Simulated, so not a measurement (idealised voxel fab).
Module name: voxel gate over fins (process module)
Section cut is 190 nm wide and gridded with 5 nm square cells.
Cross-sections here: square-cell grids, written as top-down lists of bands, a band being one or more rows of cells. The band entry comprises the height of the band's top followed by the height of its bottom, expressed in nm, and subsequently the band's materials from left to right, each stated together with its width in nm. Where a single material is marked with the word "everywhere", that material fills the band from edge to edge. The word "blank" represents empty space. Convention: height 0 is the level below which the wafer, as received, is all one material. The lowest band does not terminate at the bottom but continues downward, represented as "z 0 and below". It should be noted that a width expressed as "30->40" varies in equal increments from row to row of cells within the band, taking the value of the first number at the top row and that of the second number at the bottom row. No cell of the cross-section changed in a step that is given as "no alterations made". The entry titled "Enclosed void entries" provides the empty spaces that have no open way to the top, restricted to those of 8 cells or more. Each is presented as width x height at distance, the distance being measured from the left edge, with all three in nm. The remark found on a step's line after its settings is issued by the simulator itself and pertains to that step. For masked steps, "overlay nm" on the step line gives how far right of plan the mask actually lay; a minus sign means it lay to the left.

[Process steps foreseen in the plan]
1,RECEIVE,material Si
2,CONFORMAL_DEP,material SiN,thk nm 10
3,DIRECTIONAL_DEP,material aC,thk nm 15
4,PATTERN,tone cover,mask id FINS,material resist,width nm 15,pitch nm 40,thk nm 30,overlay nm 0
5,DIRECTIONAL_ETCH,etch materials aC,depth nm 15
6,STRIP,etch materials resist
7,DIRECTIONAL_ETCH,etch materials SiN,depth nm 10
8,DIRECTIONAL_ETCH,etch materials Si,depth nm 30
9,STRIP,etch materials aC
10,FILL_DEP,material SiO2,thk nm 10
11,CMP,height nm 10
12,SELECTIVE_ETCH,etch materials SiO2,depth nm 25
13,STRIP,etch materials SiN
14,CONFORMAL_DEP,material HfO2,thk nm 5
15,CONFORMAL_DEP,material TiN,thk nm 5
16,CONFORMAL_DEP,material TiAl,thk nm 5
17,CONFORMAL_DEP,material TiN,thk nm 5
18,FILL_DEP,material W,thk nm 10
19,CMP,height nm 25
20,CONFORMAL_DEP,material SiCN,thk nm 5

[So this is the incoming wafer in cross-section - it's already been through step 1]
> z 0 and below: Si everywhere
> Enclosed void entries: none

[Starting structure and process plan are as shown above, but one mistake was made in running the module; the wafer cross-section at the end of the module follows]
> z 30 to 25: SiCN everywhere
> z 25 to 20: W everywhere
> z 20 to 15: 25 nm W / 135 nm TiN / 30 nm W
> z 15 to 10: 25 nm W / 5 nm TiN / 125 nm TiAl / 5 nm TiN / 30 nm W
> z 10 to 5: 25 nm W / 5 nm TiN / 5 nm TiAl / 35 nm TiN / 5 nm TiAl / 35 nm TiN / 5 nm TiAl / 35 nm TiN / 5 nm TiAl / 5 nm TiN / 30 nm W
> z 5 to 0: 30 nm TiN / 5 nm TiAl / 5 nm TiN / 25 nm HfO2 / 5 nm TiN / 5 nm TiAl / 5 nm TiN / 25 nm HfO2 / 5 nm TiN / 5 nm TiAl / 5 nm TiN / 25 nm HfO2 / 5 nm TiN / 5 nm TiAl / 35 nm TiN
> z 0 to -5: 35 nm TiAl / 5 nm TiN / 5 nm HfO2 / 15 nm Si / 5 nm HfO2 / 5 nm TiN / 5 nm TiAl / 5 nm TiN / 5 nm HfO2 / 15 nm Si / 5 nm HfO2 / 5 nm TiN / 5 nm TiAl / 5 nm TiN / 5 nm HfO2 / 15 nm Si / 5 nm HfO2 / 5 nm TiN / 40 nm TiAl
> z -5 to -10: 40 nm TiN / 5 nm HfO2 / 15 nm Si / 5 nm HfO2 / 15 nm TiN / 5 nm HfO2 / 15 nm Si / 5 nm HfO2 / 15 nm TiN / 5 nm HfO2 / 15 nm Si / 5 nm HfO2 / 45 nm TiN
> z -10 to -15: 45 nm HfO2 / 15 nm Si / 25 nm HfO2 / 15 nm Si / 25 nm HfO2 / 15 nm Si / 50 nm HfO2
> z -15 to -60: 45 nm SiO2 / 15 nm Si / 25 nm SiO2 / 15 nm Si / 25 nm SiO2 / 15 nm Si / 50 nm SiO2
> z -60 and below: Si everywhere
> Enclosed void entries: none
Where did the run depart from the plan? step 8 of the plan was carried out twice
